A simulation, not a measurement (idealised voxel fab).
The name of this process module is voxel capacitor over wiring.
Section cut is 295 nm wide and gridded with 5 nm square cells.
Reading order for cross-sections: top band down to bottom band. Underlying form: a grid of square cells. Band size: one or more rows of cells. What a band's entry tells you: where the top is and where the bottom is, as heights in nm, and after that what lies inside, material by material from left to right, each with its width in nm. Empty space is written as the word "blank", and a single material marked with the word "throughout" occupies the band from edge to edge. Ref level 0: as-received wafer is one material below here. Bottom band extends down with no lower bound ("0 nm and below"). When a width is written as two numbers, as in "30..40", the first number is the width in the top row of cells of the band and the second is the width in its bottom row, and the width changes by the same amount from each row to the next. The designation "nothing changed", where it is given for a processing step, indicates that no cell of the cross-section was altered in the course of that step. For the entry "Enclosed void catalog", the listed items are empty spaces with no open way to the top whose size is 8 cells or more; each item follows the pattern width x height at distance, where distance is from the left edge and all three are in nm. On a step's line, text after the settings is the simulator commenting on that step. Steps that use a mask can have "overlay nm" on their line. It says how far the mask sat to the right of where it was meant to be. Negative means to the left.

The planned process steps are enumerated hereunder:
1) RECEIVE,material Si
2) CONFORMAL_DEP,material SiO2,thk nm 15
3) CONFORMAL_DEP,material SiCN,thk nm 5
4) DIRECTIONAL_DEP,material lowk,thk nm 15
5) DIRECTIONAL_DEP,material aC,thk nm 10
6) PATTERN,tone open,mask id METAL_1,material resist,width nm 20,pitch nm 85,thk nm 30,overlay nm 0
7) DIRECTIONAL_ETCH,etch materials aC,depth nm 10
8) STRIP,etch materials resist
9) DIRECTIONAL_ETCH,etch materials lowk,depth nm 15
10) DIRECTIONAL_ETCH,etch materials SiCN,depth nm 5
11) STRIP,etch materials aC
12) CONFORMAL_DEP,material TiN,thk nm 5
13) FILL_DEP,material Cu,thk nm 10
14) CMP,height nm 35
15) CONFORMAL_DEP,material SiCN,thk nm 5
16) DIRECTIONAL_DEP,material SiO2,thk nm 20
17) PATTERN,tone open,mask id PLUG_1,material resist,width nm 15,thk nm 20,overlay nm 0
18) DIRECTIONAL_ETCH,etch materials SiO2,depth nm 20
19) DIRECTIONAL_ETCH,etch materials SiCN,depth nm 5
20) STRIP,etch materials resist
21) EPI,material Ru,thk nm 10
22) EPI,material Ru,thk nm 10
23) EPI,material Ru,thk nm 5
24) DIRECTIONAL_DEP,material TiN,thk nm 5
25) DIRECTIONAL_DEP,material HfO2,thk nm 5
26) DIRECTIONAL_DEP,material TiN,thk nm 5
27) DIRECTIONAL_DEP,material aC,thk nm 15
28) PATTERN,tone cover,mask id UPPER_PLATE,material resist,width nm 70,thk nm 35,overlay nm 0
29) DIRECTIONAL_ETCH,etch materials aC,depth nm 15
30) STRIP,etch materials resist
31) DIRECTIONAL_ETCH,etch materials TiN,depth nm 5
32) DIRECTIONAL_ETCH,etch materials HfO2,depth nm 5
33) STRIP,etch materials aC
34) DIRECTIONAL_DEP,material aC,thk nm 15
35) PATTERN,tone cover,mask id LOWER_PLATE,material resist,width nm 80,thk nm 35,overlay nm 0
36) DIRECTIONAL_ETCH,etch materials aC,depth nm 15
37) STRIP,etch materials resist
38) DIRECTIONAL_ETCH,etch materials TiN,depth nm 5
39) STRIP,etch materials aC
40) FILL_DEP,material SiO2,thk nm 20
41) CMP,height nm 90
42) DIRECTIONAL_DEP,material aC,thk nm 15
43) PATTERN,tone open,mask id PLUG_2,material resist,width nm 15,thk nm 35,overlay nm 0
44) DIRECTIONAL_ETCH,etch materials aC,depth nm 15
45) STRIP,etch materials resist
46) DIRECTIONAL_ETCH,etch materials SiO2,depth nm 15
47) STRIP,etch materials aC
48) CONFORMAL_DEP,material TiN,thk nm 5
49) FILL_DEP,material Cu,thk nm 10
50) CMP,height nm 90
51) CONFORMAL_DEP,material SiCN,thk nm 5

As received (post step 1): cross-section:
* 0 nm and below  Si throughout
* Enclosed void catalog: none

First of two wafers at the end of the module, shown in cross-section; run carried out as planned:
* 95 nm to 90 nm  SiCN throughout
* 90 nm to 80 nm  SiO2 110 / TiN 5 / Cu 5 / TiN 5 / SiO2 170
* 80 nm to 70 nm  SiO2 110..100 / TiN 15..70 / SiO2 170..125
* 70 nm to 65 nm  SiO2 100 / HfO2 70 / SiO2 125
* 65 nm to 60 nm  SiO2 95 / TiN 80 / SiO2 120
* 60 nm to 40 nm  SiO2 100 / Ru 15 / SiO2 180
* 40 nm to 35 nm  SiCN 100 / Ru 15 / SiCN 180
* 35 nm to 20 nm  lowk 95 / TiN 5 / Cu 10 / TiN 5 / lowk 65 / TiN 5 / Cu 10 / TiN 5 / lowk 95
* 20 nm to 15 nm  SiCN 95 / TiN 20 / SiCN 65 / TiN 20 / SiCN 95
* 15 nm to 0 nm  SiO2 throughout
* 0 nm and below  Si throughout
* Enclosed void catalog: none

The second wafer, shown in cross-section after the module: started the same way as the first and given the same plan, yet one mistake crept into how it was run:
* 110 nm to 105 nm  SiCN throughout
* 105 nm to 95 nm  Cu throughout
* 95 nm to 90 nm  TiN 115 / Cu 5 / TiN 175
* 90 nm to 80 nm  SiO2 110 / TiN 5 / Cu 5 / TiN 5 / SiO2 170
* 80 nm to 70 nm  SiO2 110..100 / TiN 15..70 / SiO2 170..125
* 70 nm to 65 nm  SiO2 100 / HfO2 70 / SiO2 125
* 65 nm to 60 nm  SiO2 95 / TiN 80 / SiO2 120
* 60 nm to 40 nm  SiO2 100 / Ru 15 / SiO2 180
* 40 nm to 35 nm  SiCN 100 / Ru 15 / SiCN 180
* 35 nm to 20 nm  lowk 95 / TiN 5 / Cu 10 / TiN 5 / lowk 65 / TiN 5 / Cu 10 / TiN 5 / lowk 95
* 20 nm to 15 nm  SiCN 95 / TiN 20 / SiCN 65 / TiN 20 / SiCN 95
* 15 nm to 0 nm  SiO2 throughout
* 0 nm and below  Si throughout
* Enclosed void catalog: none
Heads up, the wafer didn't run the way we planned it: heads up, step 50 of the plan was skipped and never actually ran
End of process, cell counts, second wafer against first, materials with more or fewer: Cu +119 | TiN +58
